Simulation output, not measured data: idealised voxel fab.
Process module heading - voxel gate over fins
It is cross-section cut that appears here, measuring 275 nm in width, its square cells being 5 nm in size.
We lay out every cross-section as a grid of square cells and spell it out in bands from the top down, where one band means one or more rows of cells.
Look at the band entry: it leads with the top's height and the bottom's height in nm. Then it lists the materials left to right, with a width in nm for each. The word "throughout" on a single material says that material fills the band edge to edge. The word "empty" is empty space.
Beneath 0, the wafer as received is one material, and that level is where height counting begins. The lowest band goes on downward without a bottom; it is written like "from 0 down".
The width entry "30..40" should be interpreted row by row: the top row of cells in the band takes the first number, the bottom row takes the second number, and the change between adjacent rows is uniform throughout.
"nothing different" -> step changed no cross-section cell.
The label "Closed void list" introduces a list of the empty spaces, 8 cells or larger, that have no open way up to the top; each entry in it reads width x height at distance, where the distance is taken from the left edge and all three are stated in nm.
Anything after a step's settings on that line? It's the simulator's own note about the step.
Regarding "overlay nm": on a step with a mask, it is the distance the mask lay to the right of its planned place; a negative value places it to the left.
Here's what the planned process steps look like
1) RECEIVE (material Si)
2) CONFORMAL_DEP (material SiN; thk nm 10)
3) DIRECTIONAL_DEP (material aC; thk nm 10)
4) PATTERN (tone cover; mask id FINS; material resist; width nm 15; pitch nm 55; thk nm 25; overlay nm 0)
5) DIRECTIONAL_ETCH (etch materials aC; depth nm 10)
6) STRIP (etch materials resist)
7) DIRECTIONAL_ETCH (etch materials SiN; depth nm 10)
8) DIRECTIONAL_ETCH (etch materials Si; depth nm 40)
9) STRIP (etch materials aC)
10) OXIDIZE (depth nm 5)
11) FILL_DEP (material SiO2; thk nm 5)
12) CMP (height nm 10)
13) PATTERN (tone open; mask id RAIL; material resist; width nm 15; thk nm 15; overlay nm 0)
14) DIRECTIONAL_ETCH (etch materials SiO2; depth nm 45)
15) STRIP (etch materials resist)
16) CONFORMAL_DEP (material TiN; thk nm 5)
17) FILL_DEP (material W; thk nm 10)
18) CMP (height nm 10)
19) SELECTIVE_ETCH (etch materials W Ru TiN; depth nm 30)
20) FILL_DEP (material SiO2; thk nm 5)
21) CMP (height nm 10)
22) SELECTIVE_ETCH (etch materials SiO2; depth nm 25)
23) STRIP (etch materials SiN)
24) CONFORMAL_DEP (material HfO2; thk nm 5)
25) CONFORMAL_DEP (material TiN; thk nm 5)
26) CONFORMAL_DEP (material TiAl; thk nm 5)
27) CONFORMAL_DEP (material TiN; thk nm 5)
28) FILL_DEP (material W; thk nm 10)
29) CMP (height nm 25)
30) CONFORMAL_DEP (material SiN; thk nm 5)
Incoming wafer, cross-sectional view, post step 1
  from 0 down: Si throughout
  Closed void list: none
Cross-section, first of two wafers, end of module, run as planned
  from 30 to 25: SiN throughout
  from 25 to 20: W throughout
  from 20 to 15: W=60, then TiN=45, then W=10, then TiN=45, then W=10, then TiN=45, then W=60
  from 15 to 10: W=60, then TiN=5, then TiAl=35, then TiN=5, then W=10, then TiN=5, then TiAl=35, then TiN=5, then W=10, then TiN=5, then TiAl=35, then TiN=5, then W=60
  from 10 to 5: W=60, then TiN=5, then TiAl=5, then TiN=25, then TiAl=5, then TiN=5, then W=10, then TiN=5, then TiAl=5, then TiN=25, then TiAl=5, then TiN=5, then W=10, then TiN=5, then TiAl=5, then TiN=25, then TiAl=5, then TiN=5, then W=60
  from 5 to 0: TiN=65, then TiAl=5, then TiN=5, then HfO2=15, then TiN=5, then TiAl=5, then TiN=20, then TiAl=5, then TiN=5, then HfO2=15, then TiN=5, then TiAl=5, then TiN=20, then TiAl=5, then TiN=5, then HfO2=15, then TiN=5, then TiAl=5, then TiN=65
  from 0 to -5: TiAl=70, then TiN=5, then HfO2=5, then Si=5, then HfO2=5, then TiN=5, then TiAl=30, then TiN=5, then HfO2=5, then Si=5, then HfO2=5, then TiN=5, then TiAl=30, then TiN=5, then HfO2=5, then Si=5, then HfO2=5, then TiN=5, then TiAl=70
  from -5 to -10: TiN=75, then HfO2=5, then Si=5, then HfO2=5, then TiN=40, then HfO2=5, then Si=5, then HfO2=5, then TiN=40, then HfO2=5, then Si=5, then HfO2=5, then TiN=75
  from -10 to -15: HfO2=80, then Si=5, then HfO2=50, then Si=5, then HfO2=50, then Si=5, then HfO2=80
  from -15 to -20: SiO2=80, then Si=5, then SiO2=50, then Si=5, then SiO2=50, then Si=5, then SiO2=80
  from -20 to -30: SiO2=80, then Si=5, then SiO2=15, then TiN=5, then W=5, then TiN=5, then SiO2=20, then Si=5, then SiO2=50, then Si=5, then SiO2=80
  from -30 to -35: SiO2=80, then Si=5, then SiO2=15, then TiN=15, then SiO2=20, then Si=5, then SiO2=50, then Si=5, then SiO2=80
  from -35 to -45: SiO2=80, then Si=5, then SiO2=50, then Si=5, then SiO2=50, then Si=5, then SiO2=80
  from -45 down: Si throughout
  Closed void list: none
End-of-module cross-section of the second wafer: identical starting point and process plan to the first, with one processing mistake
  from 30 to 25: SiN throughout
  from 25 to 15: W throughout
  from 15 to 5: W=65, then TiN=35, then W=20, then TiN=35, then W=20, then TiN=35, then W=65
  from 5 to 0: W=65, then TiN=10, then HfO2=15, then TiN=10, then W=20, then TiN=10, then HfO2=15, then TiN=10, then W=20, then TiN=10, then HfO2=15, then TiN=10, then W=65
  from 0 to -10: TiN=75, then HfO2=5, then Si=5, then HfO2=5, then TiN=40, then HfO2=5, then Si=5, then HfO2=5, then TiN=40, then HfO2=5, then Si=5, then HfO2=5, then TiN=75
  from -10 to -15: HfO2=80, then Si=5, then HfO2=50, then Si=5, then HfO2=50, then Si=5, then HfO2=80
  from -15 to -20: SiO2=80, then Si=5, then SiO2=50, then Si=5, then SiO2=50, then Si=5, then SiO2=80
  from -20 to -30: SiO2=80, then Si=5, then SiO2=15, then TiN=5, then W=5, then TiN=5, then SiO2=20, then Si=5, then SiO2=50, then Si=5, then SiO2=80
  from -30 to -35: SiO2=80, then Si=5, then SiO2=15, then TiN=15, then SiO2=20, then Si=5, then SiO2=50, then Si=5, then SiO2=80
  from -35 to -45: SiO2=80, then Si=5, then SiO2=50, then Si=5, then SiO2=50, then Si=5, then SiO2=80
  from -45 down: Si throughout
  Closed void list: none
Where did the run depart from the plan? yeah, step 26 of the plan got skipped, never ran
Bottom line after processing is that, in cells, the second wafer is up or down on some materials versus the first: 73 fewer of TiAl; 73 more of W
